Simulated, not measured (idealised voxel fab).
process module | voxel ribs on slabs
In the cross-section labelled cut, the width is 185 nm and each square cell is 5 nm.
If you're reading a cross-section in this doc, picture square cells in a grid; it comes to you as bands, top ones listed first down to the bottom, and a band can be one or more rows of cells. In this notation a band is specified by the heights of its top and bottom, in that order and in nm, after which its materials appear from left to right, each paired with its width in nm. The word "full width" attached to a single material means that material fills the band from edge to edge; the word "blank" stands for empty space. Heights are expressed relative to 0, this being the level below which the as-received wafer comprises one material exclusively. The lowest band is unbounded in the downward direction and is denoted as in "z 0 and below". The expression "30 to 40" gives the width at the extremes of the band, the first number at its top row of cells and the second at its bottom row, with the width changing by equal amounts from each row to the next in between. When a step is marked "changes: none", none of the cells in the cross-section changed during that step. Reported under the label "Sealed void inventory" are the empty spaces having no open way to the top and comprising 8 cells or more; the notation for each is width x height at distance, in which the distance is measured from the left edge and all three values are in nm. Step line, after settings: the simulator's comment on this step. The setting "overlay nm" may be written on the line of a step. When the step uses a mask, the value reports how far to the right of the planned place the mask lay, and a negative value reports that it lay to the left.
Planned step list for the process:
1: RECEIVE: material Si
2: DIRECTIONAL_DEP: material SiO2, thk nm 25
3: DIRECTIONAL_DEP: material SiN, thk nm 15
4: PATTERN: tone cover, mask id RIB, material resist, width nm 30, thk nm 15, overlay nm 0
5: DIRECTIONAL_ETCH: etch materials SiN, depth nm 5
6: STRIP: etch materials resist
7: DIRECTIONAL_DEP: material aC, thk nm 10
8: PATTERN: tone cover, mask id SLAB, material resist, width nm 60, thk nm 25, overlay nm 0
9: DIRECTIONAL_ETCH: etch materials aC, depth nm 10
10: STRIP: etch materials resist
11: DIRECTIONAL_ETCH: etch materials SiN, depth nm 10
12: STRIP: etch materials aC
13: FILL_DEP: material SiO2, thk nm 25
14: CMP: height nm 60
15: DIRECTIONAL_DEP: material W, thk nm 5
16: PATTERN: tone cover, mask id HEATER, material resist, width nm 40, thk nm 15, overlay nm 0
17: DIRECTIONAL_ETCH: etch materials W, depth nm 5
18: STRIP: etch materials resist
19: CONFORMAL_DEP: material SiN, thk nm 10
Here's what the wafer looked like in cross-section when it arrived - that's after step 1:
* z 0 and below = Si full width
* Sealed void inventory: none
End-of-module cross-section of the first of two wafers, processed as planned:
* z 75 to 70 = blank: 60, SiN: 60, blank: 65
* z 70 to 65 = SiN full width
* z 65 to 60 = SiN: 70, W: 40, SiN: 75
* z 60 to 40 = SiO2 full width
* z 40 to 35 = SiO2: 75, SiN: 30, SiO2: 80
* z 35 to 25 = SiO2: 60, SiN: 60, SiO2: 65
* z 25 to 0 = SiO2 full width
* z 0 and below = Si full width
* Sealed void inventory: none
Second wafer of the two, sectioned at the end of the module. It began like the first and followed the same plan, but one mistake was made while running it:
* z 75 to 70 = blank: 60, SiN: 60, blank: 65
* z 70 to 65 = SiN full width
* z 65 to 60 = SiN: 70, W: 40, SiN: 75
* z 60 to 40 = SiO2 full width
* z 40 to 35 = SiO2: 80, SiN: 30, SiO2: 75
* z 35 to 25 = SiO2: 60, SiN: 60, SiO2: 65
* z 25 to 0 = SiO2 full width
* z 0 and below = Si full width
* Sealed void inventory: none
Nonconformance to the process plan: step 4: run off-plan, actual operation and settings PATTERN: tone cover, mask id RIB, material resist, width nm 30, thk nm 15, overlay nm 5
By the end, you'd get the same cell count for each material on either wafer, but the second wafer puts them somewhere else.
